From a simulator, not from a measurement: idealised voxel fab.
Process module in this document: voxel self aligned contacts
The width of the displayed cross-section, cut, is 175 nm; its cells are square, with a size of 5 nm.
In what follows, cross-sections appear as grids of square cells, described through bands that run from the top down, where every band is one or more rows of cells. Band: top height; bottom height; in nm. Then, left to right: material with width in nm, for each material. "everywhere": a single material spanning edge to edge. "blank": empty space. Basically, 0 is our baseline, since under it the wafer straight out of the box is all one material. The bottom band has no lower end and keeps on going down, so it looks like "0 nm and below". A width such as "30 to 40" changes by the same amount from each row of cells to the next, from the band's top row to its bottom row. Given "identical to before" for a step, no cell of the cross-section differs between before and after that step. Closed empty spaces (no open way to the top) of 8 cells or more are what "Unvented internal voids" lists, each as width x height at distance from the left edge, nm for all three. after a step's settings: what the simulator itself notes on the step. What "overlay nm" on a step's line means: if the step has a mask, that mask lay this far to the right of its planned place, or, when the value is negative, to the left. Everything after this point is organized in pairs: a cross-section before one process step, a cross-section after it that shows only as deep as the lowest changed band, and, under the pair, the intervening step with its settings. Because different runs of this module on the same starting wafer can supply different pairs, a pair continues from the pair above it only if its entry headed "Before the step" says so.
Before the step
* 0 nm and below  Si everywhere
* Unvented internal voids: none
Step Result
* 5 nm to 0 nm  SiO2 everywhere
* Below 0 it's all the same as before, nothing changed down there.
* Unvented internal voids: none
Intermediate step for the cross-sections above: CONFORMAL_DEP (material SiO2; thk nm 5)
Before the step: the cross-section after the pair above
Step Result
* 30 nm to 5 nm  polySi everywhere
* Below 5 it's all the same as before, nothing changed down there.
* Unvented internal voids: none
Intermediate step for the cross-sections above: DIRECTIONAL_DEP (material polySi; thk nm 25)
Before the step: the cross-section after the pair above
Step Result
* 55 nm to 30 nm  SiN everywhere
* Below 30 it's all the same as before, nothing changed down there.
* Unvented internal voids: none
Intermediate step for the cross-sections above: DIRECTIONAL_DEP (material SiN; thk nm 25)
Before the step: the cross-section after the pair above
Step Result
* 55 nm to 30 nm  40 nm blank, then 30 nm SiN, then 35 nm blank, then 30 nm SiN, then 40 nm blank
* Below 30 it's all the same as before, nothing changed down there.
* Unvented internal voids: none
Intermediate step for the cross-sections above: MASKED_ETCH (tone cover; mask id GATE; width nm 30; pitch nm 65; etch materials SiN; depth nm 25; overlay nm 0)
Before the step: the cross-section after the pair above
Step Result
* 55 nm to 30 nm  40 nm blank, then 30 nm SiN, then 35 nm blank, then 30 nm SiN, then 40 nm blank
* 30 nm to 5 nm  40 nm blank, then 30 nm polySi, then 35 nm blank, then 30 nm polySi, then 40 nm blank
* Below 5 it's all the same as before, nothing changed down there.
* Unvented internal voids: none
Intermediate step for the cross-sections above: MASKED_ETCH (tone cover; mask id GATE; width nm 30; pitch nm 65; etch materials polySi; depth nm 25; overlay nm 0)
Before the step: the cross-section after the pair above
Step Result
* 65 nm to 30 nm  30 nm blank, then 50 nm SiN, then 15 nm blank, then 50 nm SiN, then 30 nm blank
* 30 nm to 15 nm  30 nm blank, then 10 nm SiN, then 30 nm polySi, then 10 nm SiN, then 15 nm blank, then 10 nm SiN, then 30 nm polySi, then 10 nm SiN, then 30 nm blank
* 15 nm to 5 nm  40 nm SiN, then 30 nm polySi, then 35 nm SiN, then 30 nm polySi, then 40 nm SiN
* Below 5 it's all the same as before, nothing changed down there.
* Unvented internal voids: none
Intermediate step for the cross-sections above: CONFORMAL_DEP (material SiN; thk nm 10)
Before the step: the cross-section after the pair above
Step Result
* 55 nm to 30 nm  30 nm blank, then 50 nm SiN, then 15 nm blank, then 50 nm SiN, then 30 nm blank
* 30 nm to 5 nm  30 nm blank, then 10 nm SiN, then 30 nm polySi, then 10 nm SiN, then 15 nm blank, then 10 nm SiN, then 30 nm polySi, then 10 nm SiN, then 30 nm blank
* Below 5 it's all the same as before, nothing changed down there.
* Unvented internal voids: none
Intermediate step for the cross-sections above: DIRECTIONAL_ETCH (etch materials SiN; depth nm 10)
Before the step: the cross-section after the pair above
Step Result
* 65 nm to 55 nm  SiO2 everywhere
* 55 nm to 30 nm  30 nm SiO2, then 50 nm SiN, then 15 nm SiO2, then 50 nm SiN, then 30 nm SiO2
* 30 nm to 5 nm  30 nm SiO2, then 10 nm SiN, then 30 nm polySi, then 10 nm SiN, then 15 nm SiO2, then 10 nm SiN, then 30 nm polySi, then 10 nm SiN, then 30 nm SiO2
* Below 5 it's all the same as before, nothing changed down there.
* Unvented internal voids: none
Intermediate step for the cross-sections above: FILL_DEP (material SiO2; thk nm 10)
Before the step: the cross-section after the pair above
Step Result
* 60 nm to 55 nm  SiO2 everywhere
* Below 55 it's all the same as before, nothing changed down there.
* Unvented internal voids: none
Intermediate step for the cross-sections above: CMP (height nm 60)
Before the step: the cross-section after the pair above
Step Result
* 60 nm to 55 nm  65 nm SiO2, then 45 nm blank, then 65 nm SiO2
* 55 nm to 30 nm  30 nm SiO2, then 50 nm SiN, then 15 nm blank, then 50 nm SiN, then 30 nm SiO2
* 30 nm to 5 nm  30 nm SiO2, then 10 nm SiN, then 30 nm polySi, then 10 nm SiN, then 15 nm blank, then 10 nm SiN, then 30 nm polySi, then 10 nm SiN, then 30 nm SiO2
* 5 nm to 0 nm  80 nm SiO2, then 15 nm blank, then 80 nm SiO2
* Below 0 it's all the same as before, nothing changed down there.
* Unvented internal voids: none
Intermediate step for the cross-sections above: MASKED_ETCH (tone open; mask id CONTACT; width nm 45; etch materials SiO2; depth nm 60; overlay nm 0)
Before the step: the cross-section after the pair above
Step Result
* 65 nm to 60 nm  70 nm TiN, then 35 nm blank, then 70 nm TiN
* 60 nm to 55 nm  65 nm SiO2, then 20 nm TiN, then 5 nm blank, then 20 nm TiN, then 65 nm SiO2
* 55 nm to 30 nm  30 nm SiO2, then 50 nm SiN, then 5 nm TiN, then 5 nm blank, then 5 nm TiN, then 50 nm SiN, then 30 nm SiO2
* 30 nm to 5 nm  30 nm SiO2, then 10 nm SiN, then 30 nm polySi, then 10 nm SiN, then 5 nm TiN, then 5 nm blank, then 5 nm TiN, then 10 nm SiN, then 30 nm polySi, then 10 nm SiN, then 30 nm SiO2
* 5 nm to 0 nm  80 nm SiO2, then 15 nm TiN, then 80 nm SiO2
* Below 0 it's all the same as before, nothing changed down there.
* Unvented internal voids: none
Intermediate step for the cross-sections above: CONFORMAL_DEP (material TiN; thk nm 5)
Before the step: the cross-section after the pair above
Step Result
* 70 nm to 65 nm  W everywhere
* 65 nm to 60 nm  70 nm TiN, then 35 nm W, then 70 nm TiN
* 60 nm to 55 nm  65 nm SiO2, then 20 nm TiN, then 5 nm W, then 20 nm TiN, then 65 nm SiO2
* 55 nm to 30 nm  30 nm SiO2, then 50 nm SiN, then 5 nm TiN, then 5 nm W, then 5 nm TiN, then 50 nm SiN, then 30 nm SiO2
* 30 nm to 5 nm  30 nm SiO2, then 10 nm SiN, then 30 nm polySi, then 10 nm SiN, then 5 nm TiN, then 5 nm W, then 5 nm TiN, then 10 nm SiN, then 30 nm polySi, then 10 nm SiN, then 30 nm SiO2
* Below 5 it's all the same as before, nothing changed down there.
* Unvented internal voids: none
Intermediate step for the cross-sections above: FILL_DEP (material W; thk nm 5)
Before the step: the cross-section after the pair above
Step Result
* 60 nm to 55 nm  65 nm SiO2, then 20 nm TiN, then 5 nm W, then 20 nm TiN, then 65 nm SiO2
* Below 55 it's all the same as before, nothing changed down there.
* Unvented internal voids: none
Intermediate step for the cross-sections above: CMP (height nm 60)
Before the step: the cross-section after the pair above
Step Result
* 65 nm to 60 nm  SiN everywhere
* Below 60 it's all the same as before, nothing changed down there.
* Unvented internal voids: none
Intermediate step for the cross-sections above: CONFORMAL_DEP (material SiN; thk nm 5)
Before the step
* 0 nm and below  Si everywhere
* Unvented internal voids: none
Step Result
* 25 nm to 0 nm  polySi everywhere
* Below 0 it's all the same as before, nothing changed down there.
* Unvented internal voids: none
Intermediate step for the cross-sections above: DIRECTIONAL_DEP (material polySi; thk nm 25)
Before the step: the cross-section after the pair above
Step Result
* 50 nm to 25 nm  SiN everywhere
* Below 25 it's all the same as before, nothing changed down there.
* Unvented internal voids: none
Intermediate step for the cross-sections above: DIRECTIONAL_DEP (material SiN; thk nm 25)
Before the step: the cross-section after the pair above
Step Result
* 50 nm to 25 nm  40 nm blank, then 30 nm SiN, then 35 nm blank, then 30 nm SiN, then 40 nm blank
* Below 25 it's all the same as before, nothing changed down there.
* Unvented internal voids: none
Intermediate step for the cross-sections above: MASKED_ETCH (tone cover; mask id GATE; width nm 30; pitch nm 65; etch materials SiN; depth nm 25; overlay nm 0)
Before the step: the cross-section after the pair above
Step Result
* 50 nm to 25 nm  40 nm blank, then 30 nm SiN, then 35 nm blank, then 30 nm SiN, then 40 nm blank
* 25 nm to 0 nm  40 nm blank, then 30 nm polySi, then 35 nm blank, then 30 nm polySi, then 40 nm blank
* Below 0 it's all the same as before, nothing changed down there.
* Unvented internal voids: none
Intermediate step for the cross-sections above: MASKED_ETCH (tone cover; mask id GATE; width nm 30; pitch nm 65; etch materials polySi; depth nm 25; overlay nm 0)
Before the step: the cross-section after the pair above
Step Result
* 60 nm to 25 nm  30 nm blank, then 50 nm SiN, then 15 nm blank, then 50 nm SiN, then 30 nm blank
* 25 nm to 10 nm  30 nm blank, then 10 nm SiN, then 30 nm polySi, then 10 nm SiN, then 15 nm blank, then 10 nm SiN, then 30 nm polySi, then 10 nm SiN, then 30 nm blank
* 10 nm to 0 nm  40 nm SiN, then 30 nm polySi, then 35 nm SiN, then 30 nm polySi, then 40 nm SiN
* Below 0 it's all the same as before, nothing changed down there.
* Unvented internal voids: none
Intermediate step for the cross-sections above: CONFORMAL_DEP (material SiN; thk nm 10)
Before the step: the cross-section after the pair above
Step Result
* 50 nm to 25 nm  30 nm blank, then 50 nm SiN, then 15 nm blank, then 50 nm SiN, then 30 nm blank
* 25 nm to 0 nm  30 nm blank, then 10 nm SiN, then 30 nm polySi, then 10 nm SiN, then 15 nm blank, then 10 nm SiN, then 30 nm polySi, then 10 nm SiN, then 30 nm blank
* Below 0 it's all the same as before, nothing changed down there.
* Unvented internal voids: none
Intermediate step for the cross-sections above: DIRECTIONAL_ETCH (etch materials SiN; depth nm 10)
Before the step: the cross-section after the pair above
Step Result
* 60 nm to 50 nm  SiO2 everywhere
* 50 nm to 25 nm  30 nm SiO2, then 50 nm SiN, then 15 nm SiO2, then 50 nm SiN, then 30 nm SiO2
* 25 nm to 0 nm  30 nm SiO2, then 10 nm SiN, then 30 nm polySi, then 10 nm SiN, then 15 nm SiO2, then 10 nm SiN, then 30 nm polySi, then 10 nm SiN, then 30 nm SiO2
* Below 0 it's all the same as before, nothing changed down there.
* Unvented internal voids: none
Intermediate step for the cross-sections above: FILL_DEP (material SiO2; thk nm 10)
Before the step: the cross-section after the pair above
Step Result
* 60 nm to 50 nm  65 nm SiO2, then 45 nm blank, then 65 nm SiO2
* 50 nm to 25 nm  30 nm SiO2, then 50 nm SiN, then 15 nm blank, then 50 nm SiN, then 30 nm SiO2
* 25 nm to 0 nm  30 nm SiO2, then 10 nm SiN, then 30 nm polySi, then 10 nm SiN, then 15 nm blank, then 10 nm SiN, then 30 nm polySi, then 10 nm SiN, then 30 nm SiO2
* Below 0 it's all the same as before, nothing changed down there.
* Unvented internal voids: none
Intermediate step for the cross-sections above: MASKED_ETCH (tone open; mask id CONTACT; width nm 45; etch materials SiO2; depth nm 60; overlay nm 0)
Before the step: the cross-section after the pair above
Step Result
* 65 nm to 60 nm  70 nm TiN, then 35 nm blank, then 70 nm TiN
* 60 nm to 50 nm  65 nm SiO2, then 5 to 20 nm TiN, then 35 to 5 nm blank, then 5 to 20 nm TiN, then 65 nm SiO2
* 50 nm to 25 nm  30 nm SiO2, then 50 nm SiN, then 5 nm TiN, then 5 nm blank, then 5 nm TiN, then 50 nm SiN, then 30 nm SiO2
* 25 nm to 5 nm  30 nm SiO2, then 10 nm SiN, then 30 nm polySi, then 10 nm SiN, then 5 nm TiN, then 5 nm blank, then 5 nm TiN, then 10 nm SiN, then 30 nm polySi, then 10 nm SiN, then 30 nm SiO2
* 5 nm to 0 nm  30 nm SiO2, then 10 nm SiN, then 30 nm polySi, then 10 nm SiN, then 15 nm TiN, then 10 nm SiN, then 30 nm polySi, then 10 nm SiN, then 30 nm SiO2
* Below 0 it's all the same as before, nothing changed down there.
* Unvented internal voids: none
Intermediate step for the cross-sections above: CONFORMAL_DEP (material TiN; thk nm 5)
Before the step: the cross-section after the pair above
Step Result
* 70 nm to 65 nm  W everywhere
* 65 nm to 60 nm  70 nm TiN, then 35 nm W, then 70 nm TiN
* 60 nm to 50 nm  65 nm SiO2, then 5 to 20 nm TiN, then 35 to 5 nm W, then 5 to 20 nm TiN, then 65 nm SiO2
* 50 nm to 25 nm  30 nm SiO2, then 50 nm SiN, then 5 nm TiN, then 5 nm W, then 5 nm TiN, then 50 nm SiN, then 30 nm SiO2
* 25 nm to 5 nm  30 nm SiO2, then 10 nm SiN, then 30 nm polySi, then 10 nm SiN, then 5 nm TiN, then 5 nm W, then 5 nm TiN, then 10 nm SiN, then 30 nm polySi, then 10 nm SiN, then 30 nm SiO2
* Below 5 it's all the same as before, nothing changed down there.
* Unvented internal voids: none
Intermediate step for the cross-sections above: FILL_DEP (material W; thk nm 5)
Before the step: the cross-section after the pair above
Step Result
* 60 nm to 50 nm  65 nm SiO2, then 5 to 20 nm TiN, then 35 to 5 nm W, then 5 to 20 nm TiN, then 65 nm SiO2
* Below 50 it's all the same as before, nothing changed down there.
* Unvented internal voids: none
Intermediate step for the cross-sections above: CMP (height nm 60)
Before the step: the cross-section after the pair above
Step Result
* 65 nm to 60 nm  SiN everywhere
* Below 60 it's all the same as before, nothing changed down there.
* Unvented internal voids: none
Intermediate step for the cross-sections above: CONFORMAL_DEP (material SiN; thk nm 5)
Before the step
* 55 nm to 30 nm  SiN everywhere
* 30 nm to 5 nm  polySi everywhere
* 5 nm to 0 nm  SiO2 everywhere
* 0 nm and below  Si everywhere
* Unvented internal voids: none
Step Result
* 80 nm to 30 nm  SiN everywhere
* Below 30 it's all the same as before, nothing changed down there.
* Unvented internal voids: none
Intermediate step for the cross-sections above: DIRECTIONAL_DEP (material SiN; thk nm 25)
Before the step: the cross-section after the pair above
Step Result
* 80 nm to 55 nm  40 nm blank, then 30 nm SiN, then 35 nm blank, then 30 nm SiN, then 40 nm blank
* Below 55 it's all the same as before, nothing changed down there.
* Unvented internal voids: none
Intermediate step for the cross-sections above: MASKED_ETCH (tone cover; mask id GATE; width nm 30; pitch nm 65; etch materials SiN; depth nm 25; overlay nm 0)
Before the step: the cross-section after the pair above
Step Result
* 90 nm to 65 nm  30 nm blank, then 50 nm SiN, then 15 nm blank, then 50 nm SiN, then 30 nm blank
* 65 nm to 30 nm  SiN everywhere
* Below 30 it's all the same as before, nothing changed down there.
* Unvented internal voids: none
Intermediate step for the cross-sections above: CONFORMAL_DEP (material SiN; thk nm 10)
Before the step: the cross-section after the pair above
Step Result
* 80 nm to 55 nm  30 nm blank, then 50 nm SiN, then 15 nm blank, then 50 nm SiN, then 30 nm blank
* Below 55 it's all the same as before, nothing changed down there.
* Unvented internal voids: none
Intermediate step for the cross-sections above: DIRECTIONAL_ETCH (etch materials SiN; depth nm 10)
Before the step: the cross-section after the pair above
Step Result
* 90 nm to 80 nm  SiO2 everywhere
* 80 nm to 55 nm  30 nm SiO2, then 50 nm SiN, then 15 nm SiO2, then 50 nm SiN, then 30 nm SiO2
* Below 55 it's all the same as before, nothing changed down there.
* Unvented internal voids: none
Intermediate step for the cross-sections above: FILL_DEP (material SiO2; thk nm 10)
Before the step: the cross-section after the pair above
Step Result
* 60 nm to 55 nm  30 nm SiO2, then 50 nm SiN, then 15 nm SiO2, then 50 nm SiN, then 30 nm SiO2
* Below 55 it's all the same as before, nothing changed down there.
* Unvented internal voids: none
Intermediate step for the cross-sections above: CMP (height nm 60)
Before the step: the cross-section after the pair above
Step Result
* 60 nm to 55 nm  30 nm SiO2, then 50 nm SiN, then 15 nm blank, then 50 nm SiN, then 30 nm SiO2
* Below 55 it's all the same as before, nothing changed down there.
* Unvented internal voids: none
Intermediate step for the cross-sections above: MASKED_ETCH (tone open; mask id CONTACT; width nm 45; etch materials SiO2; depth nm 60; overlay nm 0)
Before the step: the cross-section after the pair above
Step Result
* 65 nm to 60 nm  85 nm TiN, then 5 nm blank, then 85 nm TiN
* 60 nm to 55 nm  30 nm SiO2, then 50 nm SiN, then 15 nm TiN, then 50 nm SiN, then 30 nm SiO2
* Below 55 it's all the same as before, nothing changed down there.
* Unvented internal voids: none
Intermediate step for the cross-sections above: CONFORMAL_DEP (material TiN; thk nm 5)
Before the step: the cross-section after the pair above
Step Result
* 70 nm to 65 nm  W everywhere
* 65 nm to 60 nm  85 nm TiN, then 5 nm W, then 85 nm TiN
* Below 60 it's all the same as before, nothing changed down there.
* Unvented internal voids: none
Intermediate step for the cross-sections above: FILL_DEP (material W; thk nm 5)
Before the step: the cross-section after the pair above
Step Result
* 60 nm to 55 nm  30 nm SiO2, then 50 nm SiN, then 15 nm TiN, then 50 nm SiN, then 30 nm SiO2
* Below 55 it's all the same as before, nothing changed down there.
* Unvented internal voids: none
Intermediate step for the cross-sections above: CMP (height nm 60)
Before the step: the cross-section after the pair above
Step Result
* 65 nm to 60 nm  SiN everywhere
* Below 60 it's all the same as before, nothing changed down there.
* Unvented internal voids: none
Intermediate step for the cross-sections above: CONFORMAL_DEP (material SiN; thk nm 5)
Before the step
* 5 nm to 0 nm  SiO2 everywhere
* 0 nm and below  Si everywhere
* Unvented internal voids: none
Step Result
* 30 nm to 5 nm  SiN everywhere
* Below 5 it's all the same as before, nothing changed down there.
* Unvented internal voids: none
Intermediate step for the cross-sections above: DIRECTIONAL_DEP (material SiN; thk nm 25)
Before the step: the cross-section after the pair above
Step Result
* 55 nm to 30 nm  polySi everywhere
* Below 30 it's all the same as before, nothing changed down there.
* Unvented internal voids: none
Intermediate step for the cross-sections above: DIRECTIONAL_DEP (material polySi; thk nm 25)
Before the step: the cross-section after the pair above
Step Result
* 55 nm to 30 nm  40 nm blank, then 30 nm polySi, then 35 nm blank, then 30 nm polySi, then 40 nm blank
* Below 30 it's all the same as before, nothing changed down there.
* Unvented internal voids: none
Intermediate step for the cross-sections above: MASKED_ETCH (tone cover; mask id GATE; width nm 30; pitch nm 65; etch materials polySi; depth nm 25; overlay nm 0)
Before the step: the cross-section after the pair above
Step Result
* 65 nm to 55 nm  30 nm blank, then 50 nm SiN, then 15 nm blank, then 50 nm SiN, then 30 nm blank
* 55 nm to 40 nm  30 nm blank, then 10 nm SiN, then 30 nm polySi, then 10 nm SiN, then 15 nm blank, then 10 nm SiN, then 30 nm polySi, then 10 nm SiN, then 30 nm blank
* 40 nm to 30 nm  40 nm SiN, then 30 nm polySi, then 35 nm SiN, then 30 nm polySi, then 40 nm SiN
* Below 30 it's all the same as before, nothing changed down there.
* Unvented internal voids: none
Intermediate step for the cross-sections above: CONFORMAL_DEP (material SiN; thk nm 10)
Before the step: the cross-section after the pair above
Step Result
* 55 nm to 30 nm  30 nm blank, then 10 nm SiN, then 30 nm polySi, then 10 nm SiN, then 15 nm blank, then 10 nm SiN, then 30 nm polySi, then 10 nm SiN, then 30 nm blank
* Below 30 it's all the same as before, nothing changed down there.
* Unvented internal voids: none
Intermediate step for the cross-sections above: DIRECTIONAL_ETCH (etch materials SiN; depth nm 10)
Before the step: the cross-section after the pair above
Step Result
* 65 nm to 55 nm  SiO2 everywhere
* 55 nm to 30 nm  30 nm SiO2, then 10 nm SiN, then 30 nm polySi, then 10 nm SiN, then 15 nm SiO2, then 10 nm SiN, then 30 nm polySi, then 10 nm SiN, then 30 nm SiO2
* Below 30 it's all the same as before, nothing changed down there.
* Unvented internal voids: none
Intermediate step for the cross-sections above: FILL_DEP (material SiO2; thk nm 10)
Before the step: the cross-section after the pair above
Step Result
* 60 nm to 55 nm  SiO2 everywhere
* Below 55 it's all the same as before, nothing changed down there.
* Unvented internal voids: none
Intermediate step for the cross-sections above: CMP (height nm 60)
Before the step: the cross-section after the pair above
Step Result
* 60 nm to 55 nm  65 nm SiO2, then 45 nm blank, then 65 nm SiO2
* 55 nm to 30 nm  30 nm SiO2, then 10 nm SiN, then 30 nm polySi, then 10 nm SiN, then 15 nm blank, then 10 nm SiN, then 30 nm polySi, then 10 nm SiN, then 30 nm SiO2
* Below 30 it's all the same as before, nothing changed down there.
* Unvented internal voids: none
Intermediate step for the cross-sections above: MASKED_ETCH (tone open; mask id CONTACT; width nm 45; etch materials SiO2; depth nm 60; overlay nm 0)
Before the step: the cross-section after the pair above
Step Result
* 65 nm to 60 nm  70 nm TiN, then 35 nm blank, then 70 nm TiN
* 60 nm to 55 nm  65 nm SiO2, then 20 nm TiN, then 5 nm blank, then 20 nm TiN, then 65 nm SiO2
* 55 nm to 35 nm  30 nm SiO2, then 10 nm SiN, then 30 nm polySi, then 10 nm SiN, then 5 nm TiN, then 5 nm blank, then 5 nm TiN, then 10 nm SiN, then 30 nm polySi, then 10 nm SiN, then 30 nm SiO2
* 35 nm to 30 nm  30 nm SiO2, then 10 nm SiN, then 30 nm polySi, then 10 nm SiN, then 15 nm TiN, then 10 nm SiN, then 30 nm polySi, then 10 nm SiN, then 30 nm SiO2
* Below 30 it's all the same as before, nothing changed down there.
* Unvented internal voids: none
Intermediate step for the cross-sections above: CONFORMAL_DEP (material TiN; thk nm 5)
Before the step: the cross-section after the pair above
Step Result
* 70 nm to 65 nm  W everywhere
* 65 nm to 60 nm  70 nm TiN, then 35 nm W, then 70 nm TiN
* 60 nm to 55 nm  65 nm SiO2, then 20 nm TiN, then 5 nm W, then 20 nm TiN, then 65 nm SiO2
* 55 nm to 35 nm  30 nm SiO2, then 10 nm SiN, then 30 nm polySi, then 10 nm SiN, then 5 nm TiN, then 5 nm W, then 5 nm TiN, then 10 nm SiN, then 30 nm polySi, then 10 nm SiN, then 30 nm SiO2
* Below 35 it's all the same as before, nothing changed down there.
* Unvented internal voids: none
Intermediate step for the cross-sections above: FILL_DEP (material W; thk nm 5)
Before the step: the cross-section after the pair above
Step Result
* 60 nm to 55 nm  65 nm SiO2, then 20 nm TiN, then 5 nm W, then 20 nm TiN, then 65 nm SiO2
* Below 55 it's all the same as before, nothing changed down there.
* Unvented internal voids: none
Intermediate step for the cross-sections above: CMP (height nm 60)
Before the step: the cross-section after the pair above
Step Result
* 65 nm to 60 nm  SiN everywhere
* Below 60 it's all the same as before, nothing changed down there.
* Unvented internal voids: none
Intermediate step for the cross-sections above: CONFORMAL_DEP (material SiN; thk nm 5)
Before the step
* 55 nm to 30 nm  SiN everywhere
* 30 nm to 5 nm  polySi everywhere
* 5 nm to 0 nm  SiO2 everywhere
* 0 nm and below  Si everywhere
* Unvented internal voids: none
Step Result
* 55 nm to 35 nm  40 nm blank, then 30 nm SiN, then 35 nm blank, then 30 nm SiN, then 40 nm blank
* Below 35 it's all the same as before, nothing changed down there.
* Unvented internal voids: none
Intermediate step for the cross-sections above: MASKED_ETCH (tone cover; mask id GATE; width nm 30; pitch nm 65; etch materials SiN; depth nm 20; overlay nm 0)
Before the step: the cross-section after the pair above
Step Result
* 65 nm to 45 nm  30 nm blank, then 50 nm SiN, then 15 nm blank, then 50 nm SiN, then 30 nm blank
* 45 nm to 30 nm  SiN everywhere
* Below 30 it's all the same as before, nothing changed down there.
* Unvented internal voids: none
Intermediate step for the cross-sections above: CONFORMAL_DEP (material SiN; thk nm 10)
Before the step: the cross-section after the pair above
Step Result
* 55 nm to 35 nm  30 nm blank, then 50 nm SiN, then 15 nm blank, then 50 nm SiN, then 30 nm blank
* Below 35 it's all the same as before, nothing changed down there.
* Unvented internal voids: none
Intermediate step for the cross-sections above: DIRECTIONAL_ETCH (etch materials SiN; depth nm 10)
Before the step: the cross-section after the pair above
Step Result
* 65 nm to 55 nm  SiO2 everywhere
* 55 nm to 35 nm  30 nm SiO2, then 50 nm SiN, then 15 nm SiO2, then 50 nm SiN, then 30 nm SiO2
* Below 35 it's all the same as before, nothing changed down there.
* Unvented internal voids: none
Intermediate step for the cross-sections above: FILL_DEP (material SiO2; thk nm 10)
Before the step: the cross-section after the pair above
Step Result
* 60 nm to 55 nm  SiO2 everywhere
* Below 55 it's all the same as before, nothing changed down there.
* Unvented internal voids: none
Intermediate step for the cross-sections above: CMP (height nm 60)
Before the step: the cross-section after the pair above
Step Result
* 60 nm to 55 nm  65 nm SiO2, then 45 nm blank, then 65 nm SiO2
* 55 nm to 35 nm  30 nm SiO2, then 50 nm SiN, then 15 nm blank, then 50 nm SiN, then 30 nm SiO2
* Below 35 it's all the same as before, nothing changed down there.
* Unvented internal voids: none
Intermediate step for the cross-sections above: MASKED_ETCH (tone open; mask id CONTACT; width nm 45; etch materials SiO2; depth nm 60; overlay nm 0)
Before the step: the cross-section after the pair above
Step Result
* 65 nm to 60 nm  70 nm TiN, then 35 nm blank, then 70 nm TiN
* 60 nm to 55 nm  65 nm SiO2, then 20 nm TiN, then 5 nm blank, then 20 nm TiN, then 65 nm SiO2
* 55 nm to 40 nm  30 nm SiO2, then 50 nm SiN, then 5 nm TiN, then 5 nm blank, then 5 nm TiN, then 50 nm SiN, then 30 nm SiO2
* 40 nm to 35 nm  30 nm SiO2, then 50 nm SiN, then 15 nm TiN, then 50 nm SiN, then 30 nm SiO2
* Below 35 it's all the same as before, nothing changed down there.
* Unvented internal voids: none
Intermediate step for the cross-sections above: CONFORMAL_DEP (material TiN; thk nm 5)
Before the step: the cross-section after the pair above
Step Result
* 70 nm to 65 nm  W everywhere
* 65 nm to 60 nm  70 nm TiN, then 35 nm W, then 70 nm TiN
* 60 nm to 55 nm  65 nm SiO2, then 20 nm TiN, then 5 nm W, then 20 nm TiN, then 65 nm SiO2
* 55 nm to 40 nm  30 nm SiO2, then 50 nm SiN, then 5 nm TiN, then 5 nm W, then 5 nm TiN, then 50 nm SiN, then 30 nm SiO2
* Below 40 it's all the same as before, nothing changed down there.
* Unvented internal voids: none
Intermediate step for the cross-sections above: FILL_DEP (material W; thk nm 5)
Before the step: the cross-section after the pair above
Step Result
* 60 nm to 55 nm  65 nm SiO2, then 20 nm TiN, then 5 nm W, then 20 nm TiN, then 65 nm SiO2
* Below 55 it's all the same as before, nothing changed down there.
* Unvented internal voids: none
Intermediate step for the cross-sections above: CMP (height nm 60)
Before the step: the cross-section after the pair above
Step Result
* 65 nm to 60 nm  SiN everywhere
* Below 60 it's all the same as before, nothing changed down there.
* Unvented internal voids: none
Intermediate step for the cross-sections above: CONFORMAL_DEP (material SiN; thk nm 5)
Before the step
* 60 nm to 55 nm  SiO2 everywhere
* 55 nm to 30 nm  30 nm SiO2, then 50 nm SiN, then 15 nm SiO2, then 50 nm SiN, then 30 nm SiO2
* 30 nm to 5 nm  30 nm SiO2, then 10 nm SiN, then 30 nm polySi, then 10 nm SiN, then 15 nm SiO2, then 10 nm SiN, then 30 nm polySi, then 10 nm SiN, then 30 nm SiO2
* 5 nm to 0 nm  SiO2 everywhere
* 0 nm and below  Si everywhere
* Unvented internal voids: none
Step Result
* 60 nm to 55 nm  65 nm SiO2, then 50 nm blank, then 60 nm SiO2
* 55 nm to 30 nm  30 nm SiO2, then 50 nm SiN, then 15 nm blank, then 50 nm SiN, then 30 nm SiO2
* 30 nm to 5 nm  30 nm SiO2, then 10 nm SiN, then 30 nm polySi, then 10 nm SiN, then 15 nm blank, then 10 nm SiN, then 30 nm polySi, then 10 nm SiN, then 30 nm SiO2
* 5 nm to 0 nm  80 nm SiO2, then 15 nm blank, then 80 nm SiO2
* Below 0 it's all the same as before, nothing changed down there.
* Unvented internal voids: none
Intermediate step for the cross-sections above: MASKED_ETCH (tone open; mask id CONTACT; width nm 50; etch materials SiO2; depth nm 60; overlay nm 0)
Before the step: the cross-section after the pair above
Step Result
* 65 nm to 60 nm  70 nm TiN, then 40 nm blank, then 65 nm TiN
* 60 nm to 55 nm  65 nm SiO2, then 20 nm TiN, then 5 nm blank, then 25 nm TiN, then 60 nm SiO2
* 55 nm to 30 nm  30 nm SiO2, then 50 nm SiN, then 5 nm TiN, then 5 nm blank, then 5 nm TiN, then 50 nm SiN, then 30 nm SiO2
* 30 nm to 5 nm  30 nm SiO2, then 10 nm SiN, then 30 nm polySi, then 10 nm SiN, then 5 nm TiN, then 5 nm blank, then 5 nm TiN, then 10 nm SiN, then 30 nm polySi, then 10 nm SiN, then 30 nm SiO2
* 5 nm to 0 nm  80 nm SiO2, then 15 nm TiN, then 80 nm SiO2
* Below 0 it's all the same as before, nothing changed down there.
* Unvented internal voids: none
Intermediate step for the cross-sections above: CONFORMAL_DEP (material TiN; thk nm 5)
Before the step: the cross-section after the pair above
Step Result
* 70 nm to 65 nm  W everywhere
* 65 nm to 60 nm  70 nm TiN, then 40 nm W, then 65 nm TiN
* 60 nm to 55 nm  65 nm SiO2, then 20 nm TiN, then 5 nm W, then 25 nm TiN, then 60 nm SiO2
* 55 nm to 30 nm  30 nm SiO2, then 50 nm SiN, then 5 nm TiN, then 5 nm W, then 5 nm TiN, then 50 nm SiN, then 30 nm SiO2
* 30 nm to 5 nm  30 nm SiO2, then 10 nm SiN, then 30 nm polySi, then 10 nm SiN, then 5 nm TiN, then 5 nm W, then 5 nm TiN, then 10 nm SiN, then 30 nm polySi, then 10 nm SiN, then 30 nm SiO2
* Below 5 it's all the same as before, nothing changed down there.
* Unvented internal voids: none
Intermediate step for the cross-sections above: FILL_DEP (material W; thk nm 5)
Before the step: the cross-section after the pair above
Step Result
* 60 nm to 55 nm  65 nm SiO2, then 20 nm TiN, then 5 nm W, then 25 nm TiN, then 60 nm SiO2
* Below 55 it's all the same as before, nothing changed down there.
* Unvented internal voids: none
Intermediate step for the cross-sections above: CMP (height nm 60)
Before the step: the cross-section after the pair above
Step Result
* 65 nm to 60 nm  SiN everywhere
* Below 60 it's all the same as before, nothing changed down there.
* Unvented internal voids: none
Intermediate step for the cross-sections above: CONFORMAL_DEP (material SiN; thk nm 5)
